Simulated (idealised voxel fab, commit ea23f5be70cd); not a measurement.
The following is a process module called voxel double patterning.
The cross-section shown here is cut; it is 245 nm wide and divided into square cells measuring 5 nm on a side.
Format of a cross-section: grid, square cells. Given as bands. Order: top down. Band: one or more rows of cells. Band entry format. Leading values: height of top, height of bottom, nm. Remainder: materials in left-to-right order, each with its width in nm. Special words: "throughout" on a single material, which then fills the band edge to edge; "air", empty space. Beneath 0, the wafer as received is one material, and that level is where height counting begins. The lowest band goes on downward without a bottom; it is written like "z 0 and below". Per-row width for "30->40": begins at first number (top row of band), ends at second number (bottom row), increment between rows held constant. The cross-section has no changed cell in any step marked "same as before". You'll see "Sealed-off cavities" listing empty spaces that have no way open to the top, as long as they're 8 cells or more; the notation is width x height at distance, where the distance is from the left edge, and all of it is in nm. Post-settings text on a step line: simulator's own remark regarding the step. The optional step-line setting "overlay nm" applies to steps with a mask and quantifies how far to the right of its planned location the mask lay, a negative value indicating leftward placement.
-- This section lists the process steps that were planned
| 1 | RECEIVE,material Si |
| 2 | CONFORMAL_DEP,material SiO2,thk nm 5 |
| 3 | DIRECTIONAL_DEP,material polySi,thk nm 15 |
| 4 | DIRECTIONAL_DEP,material SiN,thk nm 5 |
| 5 | DIRECTIONAL_DEP,material aC,thk nm 10 |
| 6 | PATTERN,tone open,mask id FIRST,material resist,width nm 15,pitch nm 50,thk nm 30,overlay nm 0 |
| 7 | DIRECTIONAL_ETCH,etch materials aC,depth nm 10 |
| 8 | STRIP,etch materials resist |
| 9 | DIRECTIONAL_ETCH,etch materials SiN,depth nm 5 |
| 10 | STRIP,etch materials aC |
| 11 | PATTERN,tone open,mask id SECOND,material resist,width nm 15,thk nm 20,overlay nm 0 |
| 12 | DIRECTIONAL_ETCH,etch materials SiN,depth nm 5 |
| 13 | STRIP,etch materials resist |
| 14 | DIRECTIONAL_ETCH,etch materials polySi,depth nm 15 |
| 15 | STRIP,etch materials SiN |
-- as received, after step 1
  z 0 and below: Si throughout
  Sealed-off cavities: none
-- This is how the wafer looks in cross-section once the module is done, given the starting state and plan above and one mistake in carrying the plan out
  z 20 to 5: polySi 90 nm; air 15 nm; polySi 10 nm; air 15 nm; polySi 10 nm; air 15 nm; polySi 90 nm
  z 5 to 0: aC throughout
  z 0 and below: Si throughout
  Sealed-off cavities: none
What was the processing mistake? step 2: run off-plan, actual operation and settings CONFORMAL_DEP,material aC,thk nm 5
